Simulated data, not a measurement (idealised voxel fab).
process module | voxel gate over fins
Square cell edge 5 nm, section width 255 nm, ID cut.
Reading order for cross-sections: top band down to bottom band. Underlying form: a grid of square cells. Band size: one or more rows of cells. First you get the band's top height and its bottom height, in nm, and then the materials it's made of, left to right, with each width in nm. If you see a single material with "all across", that one covers the band edge to edge. "blank" is empty space. Counting heights begins at 0, where everything beneath is, in the wafer as received, one material. The lowest band has no bottom; it goes on downwards, as "from 0 down" shows. Think of "30..40" as a width that walks from the first number to the second as you go down the band, top row to bottom row, taking equal-sized steps from row to row. Basically "changes: none" means that step didn't change any cell in the cross-section. Closed void listing: empty space of 8 cells or more with no open way to the top, each as width x height at its distance from the left edge, in nm. It should be noted that, on the line of a given step, the content following the step's settings is a remark produced by the simulator itself with respect to that step. overlay nm: how far to the right of its planned place the mask lay on this masked step (negative: to the left).
[Process steps foreseen in the plan]
| 1 | RECEIVE, material Si |
| 2 | CONFORMAL_DEP, material SiN, thk nm 10 |
| 3 | MASKED_ETCH, tone cover, mask id FINS, width nm 15, pitch nm 50, etch materials SiN, depth nm 10, overlay nm 0 |
| 4 | MASKED_ETCH, tone cover, mask id FINS, width nm 15, pitch nm 50, etch materials Si, depth nm 35, overlay nm 0 |
| 5 | OXIDIZE, depth nm 5 |
| 6 | FILL_DEP, material SiO2, thk nm 15 |
| 7 | CMP, height nm 10 |
| 8 | DIRECTIONAL_DEP, material aC, thk nm 10 |
| 9 | PATTERN, tone open, mask id RAIL, material resist, width nm 15, thk nm 30, overlay nm 0 |
| 10 | DIRECTIONAL_ETCH, etch materials aC, depth nm 10 |
| 11 | STRIP, etch materials resist |
| 12 | DIRECTIONAL_ETCH, etch materials SiO2, depth nm 40 |
| 13 | STRIP, etch materials aC |
| 14 | CONFORMAL_DEP, material TiN, thk nm 5 |
| 15 | FILL_DEP, material W, thk nm 10 |
| 16 | CMP, height nm 10 |
| 17 | SELECTIVE_ETCH, etch materials W Ru TiN, depth nm 30 |
| 18 | FILL_DEP, material SiO2, thk nm 5 |
| 19 | CMP, height nm 10 |
| 20 | SELECTIVE_ETCH, etch materials SiO2, depth nm 20 |
| 21 | STRIP, etch materials SiN |
| 22 | CONFORMAL_DEP, material HfO2, thk nm 5 |
| 23 | CONFORMAL_DEP, material TiN, thk nm 5 |
| 24 | CONFORMAL_DEP, material TiAl, thk nm 5 |
| 25 | CONFORMAL_DEP, material TiN, thk nm 5 |
| 26 | FILL_DEP, material W, thk nm 15 |
| 27 | CMP, height nm 30 |
| 28 | CONFORMAL_DEP, material SiN, thk nm 5 |
[The first of two wafers, run as planned]
[Cross-section of the wafer at receipt, which is the condition after step 1]
	from 0 down  Si all across
	Closed void listing: none
[The wafer, seen in cross-section, after step 2]
	from 10 to 0  SiN all across
	Heights below 0 show no change.
[The wafer, seen in cross-section, after step 3]
	from 10 to 0  95 blank; 15 SiN; 35 blank; 15 SiN; 95 blank
	Heights below 0 show no change.
[The wafer, seen in cross-section, after step 4]
	from 10 to 0  95 blank; 15 SiN; 35 blank; 15 SiN; 95 blank
	from 0 to -35  95 blank; 15 Si; 35 blank; 15 Si; 95 blank
	Heights below -35 show no change.
[The wafer, seen in cross-section, after step 5]
	from 10 to 0  95 blank; 15 SiN; 35 blank; 15 SiN; 95 blank
	from 0 to -35  95 blank; 5 SiO2; 5 Si; 5 SiO2; 35 blank; 5 SiO2; 5 Si; 5 SiO2; 95 blank
	from -35 to -40  100 SiO2; 5 Si; 45 SiO2; 5 Si; 100 SiO2
	Heights below -40 show no change.
[The wafer, seen in cross-section, after step 6]
	from 25 to 10  SiO2 all across
	from 10 to 0  95 SiO2; 15 SiN; 35 SiO2; 15 SiN; 95 SiO2
	from 0 to -40  100 SiO2; 5 Si; 45 SiO2; 5 Si; 100 SiO2
	Heights below -40 show no change.
[The wafer, seen in cross-section, after step 7]
	from 10 to 0  95 SiO2; 15 SiN; 35 SiO2; 15 SiN; 95 SiO2
	Heights below 0 show no change.
[The wafer, seen in cross-section, after step 8]
	from 20 to 10  aC all across
	Heights below 10 show no change.
[The wafer, seen in cross-section, after step 9]
	from 50 to 20  120 resist; 15 blank; 120 resist
	Heights below 20 show no change.
[The wafer, seen in cross-section, after step 10]
	from 40 to 20  120 resist; 15 blank; 120 resist
	from 20 to 10  120 aC; 15 blank; 120 aC
	Heights below 10 show no change.
[The wafer, seen in cross-section, after step 11]
	from 20 to 10  120 aC; 15 blank; 120 aC
	Heights below 10 show no change.
[The wafer, seen in cross-section, after step 12]
	from 20 to 10  120 aC; 15 blank; 120 aC
	from 10 to 0  95 SiO2; 15 SiN; 10 SiO2; 15 blank; 10 SiO2; 15 SiN; 95 SiO2
	from 0 to -30  100 SiO2; 5 Si; 15 SiO2; 15 blank; 15 SiO2; 5 Si; 100 SiO2
	Heights below -30 show no change.
[The wafer, seen in cross-section, after step 13]
	from 10 to 0  95 SiO2; 15 SiN; 10 SiO2; 15 blank; 10 SiO2; 15 SiN; 95 SiO2
	Heights below 0 show no change.
[The wafer, seen in cross-section, after step 14]
	from 15 to 10  125 TiN; 5 blank; 125 TiN
	from 10 to 0  95 SiO2; 15 SiN; 10 SiO2; 5 TiN; 5 blank; 5 TiN; 10 SiO2; 15 SiN; 95 SiO2
	from 0 to -25  100 SiO2; 5 Si; 15 SiO2; 5 TiN; 5 blank; 5 TiN; 15 SiO2; 5 Si; 100 SiO2
	from -25 to -30  100 SiO2; 5 Si; 15 SiO2; 15 TiN; 15 SiO2; 5 Si; 100 SiO2
	Heights below -30 show no change.
[The wafer, seen in cross-section, after step 15]
	from 25 to 15  W all across
	from 15 to 10  125 TiN; 5 W; 125 TiN
	from 10 to 0  95 SiO2; 15 SiN; 10 SiO2; 5 TiN; 5 W; 5 TiN; 10 SiO2; 15 SiN; 95 SiO2
	from 0 to -25  100 SiO2; 5 Si; 15 SiO2; 5 TiN; 5 W; 5 TiN; 15 SiO2; 5 Si; 100 SiO2
	Heights below -25 show no change.
[The wafer, seen in cross-section, after step 16]
	from 10 to 0  95 SiO2; 15 SiN; 10 SiO2; 5 TiN; 5 W; 5 TiN; 10 SiO2; 15 SiN; 95 SiO2
	Heights below 0 show no change.
[The wafer, seen in cross-section, after step 17]
	from 10 to 0  95 SiO2; 15 SiN; 10 SiO2; 15 blank; 10 SiO2; 15 SiN; 95 SiO2
	from 0 to -20  100 SiO2; 5 Si; 15 SiO2; 15 blank; 15 SiO2; 5 Si; 100 SiO2
	Heights below -20 show no change.
[The wafer, seen in cross-section, after step 18]
	from 15 to 10  SiO2 all across
	from 10 to 0  95 SiO2; 15 SiN; 35 SiO2; 15 SiN; 95 SiO2
	from 0 to -20  100 SiO2; 5 Si; 45 SiO2; 5 Si; 100 SiO2
	Heights below -20 show no change.
[The wafer, seen in cross-section, after step 19]
	from 10 to 0  95 SiO2; 15 SiN; 35 SiO2; 15 SiN; 95 SiO2
	Heights below 0 show no change.
[The wafer, seen in cross-section, after step 20]
	from 10 to 0  95 blank; 15 SiN; 35 blank; 15 SiN; 95 blank
	from 0 to -10  100 blank; 5 Si; 45 blank; 5 Si; 100 blank
	Heights below -10 show no change.
[The wafer, seen in cross-section, after step 21]
	from 0 to -10  100 blank; 5 Si; 45 blank; 5 Si; 100 blank
	Heights below -10 show no change.
[The wafer, seen in cross-section, after step 22]
	from 5 to 0  95 blank; 15 HfO2; 35 blank; 15 HfO2; 95 blank
	from 0 to -5  95 blank; 5 HfO2; 5 Si; 5 HfO2; 35 blank; 5 HfO2; 5 Si; 5 HfO2; 95 blank
	from -5 to -10  100 HfO2; 5 Si; 45 HfO2; 5 Si; 100 HfO2
	Heights below -10 show no change.
[The wafer, seen in cross-section, after step 23]
	from 10 to 5  90 blank; 25 TiN; 25 blank; 25 TiN; 90 blank
	from 5 to 0  90 blank; 5 TiN; 15 HfO2; 5 TiN; 25 blank; 5 TiN; 15 HfO2; 5 TiN; 90 blank
	from 0 to -5  95 TiN; 5 HfO2; 5 Si; 5 HfO2; 35 TiN; 5 HfO2; 5 Si; 5 HfO2; 95 TiN
	Heights below -5 show no change.
[The wafer, seen in cross-section, after step 24]
	from 15 to 10  85 blank; 35 TiAl; 15 blank; 35 TiAl; 85 blank
	from 10 to 5  85 blank; 5 TiAl; 25 TiN; 5 TiAl; 15 blank; 5 TiAl; 25 TiN; 5 TiAl; 85 blank
	from 5 to 0  90 TiAl; 5 TiN; 15 HfO2; 5 TiN; 25 TiAl; 5 TiN; 15 HfO2; 5 TiN; 90 TiAl
	Heights below 0 show no change.
[The wafer, seen in cross-section, after step 25]
	from 20 to 15  80 blank; 45 TiN; 5 blank; 45 TiN; 80 blank
	from 15 to 10  80 blank; 5 TiN; 35 TiAl; 5 TiN; 5 blank; 5 TiN; 35 TiAl; 5 TiN; 80 blank
	from 10 to 5  85 TiN; 5 TiAl; 25 TiN; 5 TiAl; 15 TiN; 5 TiAl; 25 TiN; 5 TiAl; 85 TiN
	Heights below 5 show no change.
[The wafer, seen in cross-section, after step 26]
	from 35 to 20  W all across
	from 20 to 15  80 W; 45 TiN; 5 W; 45 TiN; 80 W
	from 15 to 10  80 W; 5 TiN; 35 TiAl; 5 TiN; 5 W; 5 TiN; 35 TiAl; 5 TiN; 80 W
	Heights below 10 show no change.
[The wafer, seen in cross-section, after step 27]
	from 30 to 20  W all across
	Heights below 20 show no change.
[The wafer, seen in cross-section, after step 28]
	from 35 to 30  SiN all across
	Heights below 30 show no change.
[Wafer two: like wafer one in start and plan, but with one mistake in execution; identical up to and including step 3]
[Cross-section: second wafer, time at which step 4 was scheduled to end]
	from 10 to 0  95 blank; 15 SiN; 35 blank; 15 SiN; 95 blank
	from 0 to -35  90 blank; 25 Si; 25 blank; 25 Si; 90 blank
	Heights below -35 show no change.
[Cross-section: second wafer, time at which step 5 was scheduled to end]
	from 10 to 0  95 blank; 15 SiN; 35 blank; 15 SiN; 95 blank
	from 0 to -5  90 blank; 10 SiO2; 5 Si; 10 SiO2; 25 blank; 10 SiO2; 5 Si; 10 SiO2; 90 blank
	from -5 to -35  90 blank; 5 SiO2; 15 Si; 5 SiO2; 25 blank; 5 SiO2; 15 Si; 5 SiO2; 90 blank
	from -35 to -40  95 SiO2; 15 Si; 35 SiO2; 15 Si; 95 SiO2
	Heights below -40 show no change.
[Cross-section: second wafer, time at which step 6 was scheduled to end]
	from 25 to 10  SiO2 all across
	from 10 to 0  95 SiO2; 15 SiN; 35 SiO2; 15 SiN; 95 SiO2
	from 0 to -5  100 SiO2; 5 Si; 45 SiO2; 5 Si; 100 SiO2
	from -5 to -40  95 SiO2; 15 Si; 35 SiO2; 15 Si; 95 SiO2
	Heights below -40 show no change.
[Cross-section: second wafer, time at which step 7 was scheduled to end]
	from 10 to 0  95 SiO2; 15 SiN; 35 SiO2; 15 SiN; 95 SiO2
	Heights below 0 show no change.
[Cross-section: second wafer, time at which step 8 was scheduled to end]
	from 20 to 10  aC all across
	Heights below 10 show no change.
[Cross-section: second wafer, time at which step 9 was scheduled to end]
	from 50 to 20  120 resist; 15 blank; 120 resist
	Heights below 20 show no change.
[Cross-section: second wafer, time at which step 10 was scheduled to end]
	from 40 to 20  120 resist; 15 blank; 120 resist
	from 20 to 10  120 aC; 15 blank; 120 aC
	Heights below 10 show no change.
[Cross-section: second wafer, time at which step 11 was scheduled to end]
	from 20 to 10  120 aC; 15 blank; 120 aC
	Heights below 10 show no change.
[Cross-section: second wafer, time at which step 12 was scheduled to end]
	from 20 to 10  120 aC; 15 blank; 120 aC
	from 10 to 0  95 SiO2; 15 SiN; 10 SiO2; 15 blank; 10 SiO2; 15 SiN; 95 SiO2
	from 0 to -5  100 SiO2; 5 Si; 15 SiO2; 15 blank; 15 SiO2; 5 Si; 100 SiO2
	from -5 to -30  95 SiO2; 15 Si; 10 SiO2; 15 blank; 10 SiO2; 15 Si; 95 SiO2
	Heights below -30 show no change.
[Cross-section: second wafer, time at which step 13 was scheduled to end]
	from 10 to 0  95 SiO2; 15 SiN; 10 SiO2; 15 blank; 10 SiO2; 15 SiN; 95 SiO2
	Heights below 0 show no change.
[Cross-section: second wafer, time at which step 14 was scheduled to end]
	from 15 to 10  125 TiN; 5 blank; 125 TiN
	from 10 to 0  95 SiO2; 15 SiN; 10 SiO2; 5 TiN; 5 blank; 5 TiN; 10 SiO2; 15 SiN; 95 SiO2
	from 0 to -5  100 SiO2; 5 Si; 15 SiO2; 5 TiN; 5 blank; 5 TiN; 15 SiO2; 5 Si; 100 SiO2
	from -5 to -25  95 SiO2; 15 Si; 10 SiO2; 5 TiN; 5 blank; 5 TiN; 10 SiO2; 15 Si; 95 SiO2
	from -25 to -30  95 SiO2; 15 Si; 10 SiO2; 15 TiN; 10 SiO2; 15 Si; 95 SiO2
	Heights below -30 show no change.
[Cross-section: second wafer, time at which step 15 was scheduled to end]
	from 25 to 15  W all across
	from 15 to 10  125 TiN; 5 W; 125 TiN
	from 10 to 0  95 SiO2; 15 SiN; 10 SiO2; 5 TiN; 5 W; 5 TiN; 10 SiO2; 15 SiN; 95 SiO2
	from 0 to -5  100 SiO2; 5 Si; 15 SiO2; 5 TiN; 5 W; 5 TiN; 15 SiO2; 5 Si; 100 SiO2
	from -5 to -25  95 SiO2; 15 Si; 10 SiO2; 5 TiN; 5 W; 5 TiN; 10 SiO2; 15 Si; 95 SiO2
	Heights below -25 show no change.
[Cross-section: second wafer, time at which step 16 was scheduled to end]
	from 10 to 0  95 SiO2; 15 SiN; 10 SiO2; 5 TiN; 5 W; 5 TiN; 10 SiO2; 15 SiN; 95 SiO2
	Heights below 0 show no change.
[Cross-section: second wafer, time at which step 17 was scheduled to end]
	from 10 to 0  95 SiO2; 15 SiN; 10 SiO2; 15 blank; 10 SiO2; 15 SiN; 95 SiO2
	from 0 to -5  100 SiO2; 5 Si; 15 SiO2; 15 blank; 15 SiO2; 5 Si; 100 SiO2
	from -5 to -20  95 SiO2; 15 Si; 10 SiO2; 15 blank; 10 SiO2; 15 Si; 95 SiO2
	Heights below -20 show no change.
[Cross-section: second wafer, time at which step 18 was scheduled to end]
	from 15 to 10  SiO2 all across
	from 10 to 0  95 SiO2; 15 SiN; 35 SiO2; 15 SiN; 95 SiO2
	from 0 to -5  100 SiO2; 5 Si; 45 SiO2; 5 Si; 100 SiO2
	from -5 to -20  95 SiO2; 15 Si; 35 SiO2; 15 Si; 95 SiO2
	Heights below -20 show no change.
[Cross-section: second wafer, time at which step 19 was scheduled to end]
	from 10 to 0  95 SiO2; 15 SiN; 35 SiO2; 15 SiN; 95 SiO2
	Heights below 0 show no change.
[Cross-section: second wafer, time at which step 20 was scheduled to end]
	from 10 to 0  95 blank; 15 SiN; 35 blank; 15 SiN; 95 blank
	from 0 to -10  100..95 blank; 5..15 Si; 45..35 blank; 5..15 Si; 100..95 blank
	Heights below -10 show no change.
[Cross-section: second wafer, time at which step 21 was scheduled to end]
	from 0 to -10  100..95 blank; 5..15 Si; 45..35 blank; 5..15 Si; 100..95 blank
	Heights below -10 show no change.
[Cross-section: second wafer, time at which step 22 was scheduled to end]
	from 5 to 0  95 blank; 15 HfO2; 35 blank; 15 HfO2; 95 blank
	from 0 to -5  90 blank; 10 HfO2; 5 Si; 10 HfO2; 25 blank; 10 HfO2; 5 Si; 10 HfO2; 90 blank
	from -5 to -10  95 HfO2; 15 Si; 35 HfO2; 15 Si; 95 HfO2
	Heights below -10 show no change.
[Cross-section: second wafer, time at which step 23 was scheduled to end]
	from 10 to 5  90 blank; 25 TiN; 25 blank; 25 TiN; 90 blank
	from 5 to 0  85 blank; 10 TiN; 15 HfO2; 10 TiN; 15 blank; 10 TiN; 15 HfO2; 10 TiN; 85 blank
	from 0 to -5  90 TiN; 10 HfO2; 5 Si; 10 HfO2; 25 TiN; 10 HfO2; 5 Si; 10 HfO2; 90 TiN
	Heights below -5 show no change.
[Cross-section: second wafer, time at which step 24 was scheduled to end]
	from 15 to 10  85 blank; 35 TiAl; 15 blank; 35 TiAl; 85 blank
	from 10 to 5  80 blank; 10 TiAl; 25 TiN; 10 TiAl; 5 blank; 10 TiAl; 25 TiN; 10 TiAl; 80 blank
	from 5 to 0  85 TiAl; 10 TiN; 15 HfO2; 10 TiN; 15 TiAl; 10 TiN; 15 HfO2; 10 TiN; 85 TiAl
	Heights below 0 show no change.
[Cross-section: second wafer, time at which step 25 was scheduled to end]
	from 20 to 15  80 blank; 45 TiN; 5 blank; 45 TiN; 80 blank
	from 15 to 10  75 blank; 10 TiN; 35 TiAl; 15 TiN; 35 TiAl; 10 TiN; 75 blank
	from 10 to 5  80 TiN; 10 TiAl; 25 TiN; 10 TiAl; 5 TiN; 10 TiAl; 25 TiN; 10 TiAl; 80 TiN
	Heights below 5 show no change.
[Cross-section: second wafer, time at which step 26 was scheduled to end]
	from 35 to 20  W all across
	from 20 to 15  80 W; 45 TiN; 5 W; 45 TiN; 80 W
	from 15 to 10  75 W; 10 TiN; 35 TiAl; 15 TiN; 35 TiAl; 10 TiN; 75 W
	Heights below 10 show no change.
[Cross-section: second wafer, time at which step 27 was scheduled to end]
	from 30 to 20  W all across
	Heights below 20 show no change.
[Cross-section: second wafer, time at which step 28 was scheduled to end]
	from 35 to 30  SiN all across
	Heights below 30 show no change.
Deviation from plan: note that step 4 departed from the planned setting and was carried out as MASKED_ETCH, tone cover, mask id FINS, width nm 25, pitch nm 50, etch materials Si, depth nm 35, overlay nm 0
End check, counted in cells, second wafer has more or fewer of these materials than the first: +28 Si | -24 SiO2 | -1 TiN | -3 W
